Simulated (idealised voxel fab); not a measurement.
You're looking at the process module voxel air gaps.
Cross-section cut: width 300 nm, square cells of 5 nm.
A cross-section is written here as square cells arranged in a grid, and it is given in bands from the top down, each band taking up one or more rows of cells.
Heads up on the band format: heights come first, top then bottom, in nm. After that it's the materials left to right, each with its width in nm. A single material flagged "throughout" fills the whole band edge to edge, and "air" means there's empty space there.
Counting heights begins at 0, where everything beneath is, in the wafer as received, one material. The lowest band has no bottom; it goes on downwards, as "0..down" shows.
The width entry "30..40" should be interpreted row by row: the top row of cells in the band takes the first number, the bottom row takes the second number, and the change between adjacent rows is uniform throughout.
Reading "stayed the same" for a step: not a cell of the cross-section changed in it.
In "Closed void roster" the enclosed voids are listed, meaning empty spaces of 8 cells or larger without any opening to the top. The form is width x height at distance, distance from the left edge, units nm.
If you see something after the settings on a step's line, that's the simulator's own remark about that step.
Each step line may optionally specify "overlay nm", which for a step with a mask gives the rightward distance between the mask's planned place and where it lay, a negative value indicating the leftward direction.

Below is the list of planned process steps:
1. RECEIVE | material Si
2. CONFORMAL_DEP | material SiO2 | thk nm 15
3. CONFORMAL_DEP | material SiN | thk nm 5
4. DIRECTIONAL_DEP | material lowk | thk nm 30
5. MASKED_ETCH | tone open | mask id LINES | width nm 15 | pitch nm 55 | etch materials lowk | depth nm 30 | overlay nm 0
6. CONFORMAL_DEP | material TiN | thk nm 5
7. FILL_DEP | material Ru | thk nm 5
8. CMP | height nm 50
9. EPI | material Ru | thk nm 10
10. SELECTIVE_ETCH | etch materials lowk | depth nm 40
11. CONFORMAL_DEP | material SiN | thk nm 5
The plan's step 5 width nm is the first wafer's value; the wafers differ in this setting and start identical.

The as-received cross-section of the first of several wafers corresponds to the state after step 1:
  0..down | Si throughout
  Closed void roster: none

At the end of the module, after its last step, step 11, the first of several wafers appears in cross-section as follows:
  65..60 | air: 70, SiN: 45, air: 10, SiN: 45, air: 10, SiN: 45, air: 75
  60..50 | air: 70, SiN: 5, Ru: 35, SiN: 5, air: 10, SiN: 5, Ru: 35, SiN: 5, air: 10, SiN: 5, Ru: 35, SiN: 5, air: 75
  50..45 | air: 70, SiN: 15, TiN: 5, Ru: 5, TiN: 5, SiN: 15, air: 10, SiN: 15, TiN: 5, Ru: 5, TiN: 5, SiN: 15, air: 10, SiN: 15, TiN: 5, Ru: 5, TiN: 5, SiN: 15, air: 75
  45..25 | air: 80, SiN: 5, TiN: 5, Ru: 5, TiN: 5, SiN: 5, air: 30, SiN: 5, TiN: 5, Ru: 5, TiN: 5, SiN: 5, air: 30, SiN: 5, TiN: 5, Ru: 5, TiN: 5, SiN: 5, air: 85
  25..20 | SiN: 85, TiN: 15, SiN: 40, TiN: 15, SiN: 40, TiN: 15, SiN: 90
  20..15 | SiN throughout
  15..0 | SiO2 throughout
  0..down | Si throughout
  Closed void roster: none

Here we cross-sectioned the last of the wafers once the module was done:
  65..60 | air: 60, SiN: 180, air: 60
  60..50 | air: 60, SiN: 5, Ru: 170, SiN: 5, air: 60
  50..45 | air: 60, SiN: 15, TiN: 5, Ru: 30, TiN: 5, lowk: 15, TiN: 5, Ru: 30, TiN: 5, lowk: 15, TiN: 5, Ru: 30, TiN: 5, SiN: 15, air: 60
  45..25 | air: 70, SiN: 5, TiN: 5, Ru: 30, TiN: 5, lowk: 15, TiN: 5, Ru: 30, TiN: 5, lowk: 15, TiN: 5, Ru: 30, TiN: 5, SiN: 5, air: 70
  25..20 | SiN: 75, TiN: 40, lowk: 15, TiN: 40, lowk: 15, TiN: 40, SiN: 75
  20..15 | SiN throughout
  15..0 | SiO2 throughout
  0..down | Si throughout
  Closed void roster: none

Table: wafers, a row each; end-of-module cell change per material since receipt, gain (+), loss (-); then closed voids:
width nm 15 | +57 Ru | +192 SiN | +180 SiO2 | +39 TiN | Closed void roster: none
width nm 20 | +78 Ru | +192 SiN | +180 SiO2 | +42 TiN | Closed void roster: none
width nm 25 | +99 Ru | +192 SiN | +180 SiO2 | +45 TiN | Closed void roster: 20 x 20 at 110; 20 x 20 at 165
width nm 30 | +120 Ru | +184 SiN | +180 SiO2 | +48 TiN | Closed void roster: 15 x 20 at 115; 15 x 20 at 170
width nm 35 | +141 Ru | +144 SiN | +180 SiO2 | +51 TiN | +48 lowk | Closed void roster: none
width nm 40 | +158 Ru | +144 SiN | +180 SiO2 | +54 TiN | +36 lowk | Closed void roster: none
